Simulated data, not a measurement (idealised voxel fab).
process module | voxel trench capacitor
Displayed cross-section: cut, width of 230 nm, square cells sized 5 nm.
Think of the cross-section as a grid of square cells. We describe it in bands, top to bottom, and each band covers one or more rows of those cells. Band: top and bottom heights (nm) first, top before bottom; then materials from left to right, widths in nm. "everywhere" marks a sole material filling the band edge to edge. "blank" denotes empty space. All heights in this document are referenced to 0, defined as the level beneath which the wafer, as received, consists entirely of one material. The lowest band is not bounded below; it extends indefinitely downward and is written in the form "0 nm and below". So if you see something like "30 to 40" for the width, read it as the top row of the band sitting at the first number and the bottom row at the second, with every row in between moving by the same amount as the last. For the purposes of this document, the phrase "same as before" attached to a step denotes that no cell within the cross-section was modified by that step. Basically, "Closed cavity list" tells you about the enclosed voids: empty spaces with no open way to the top, 8 cells or bigger, each written width x height at distance, where distance is from the left edge, all in nm. If you see something after the settings on a step's line, that's the simulator's own remark about that step. What "overlay nm" on a step's line means: if the step has a mask, that mask lay this far to the right of its planned place, or, when the value is negative, to the left.

**Below is the list of planned process steps**
1: op RECEIVE | material Si
2: op CONFORMAL_DEP | material SiN | thk nm 5
3: op PATTERN | tone open | mask id TRENCH | material resist | width nm 25 | pitch nm 55 | thk nm 15 | overlay nm 0
4: op DIRECTIONAL_ETCH | etch materials SiN | depth nm 10
5: op DIRECTIONAL_ETCH | etch materials Si | depth nm 30
6: op STRIP | etch materials resist
7: op CONFORMAL_DEP | material Al2O3 | thk nm 5
8: op FILL_DEP | material polySi | thk nm 10
9: op CMP | height nm 10
Variable across wafers: step 2 thk nm (plan value is that of the first wafer; starting state common to all).

**First of several wafers (as received, post step 1), cross-sectional view**
    0 nm and below  Si everywhere
    Closed cavity list: none

**Where each wafer stands at the end of the module, a row apiece: cells of each material gained (+) or lost (-) since it was received, then closed voids**
thk nm 5 | +88 Al2O3 | -90 Si | +31 SiN | +63 polySi | Closed cavity list: none
thk nm 10 | +57 Al2O3 | -90 Si | +62 SiN | +63 polySi | Closed cavity list: none
thk nm 15 | +15 Al2O3 | +77 SiN | Closed cavity list: none
thk nm 20 | +92 SiN | Closed cavity list: none
thk nm 25 | +92 SiN | Closed cavity list: none
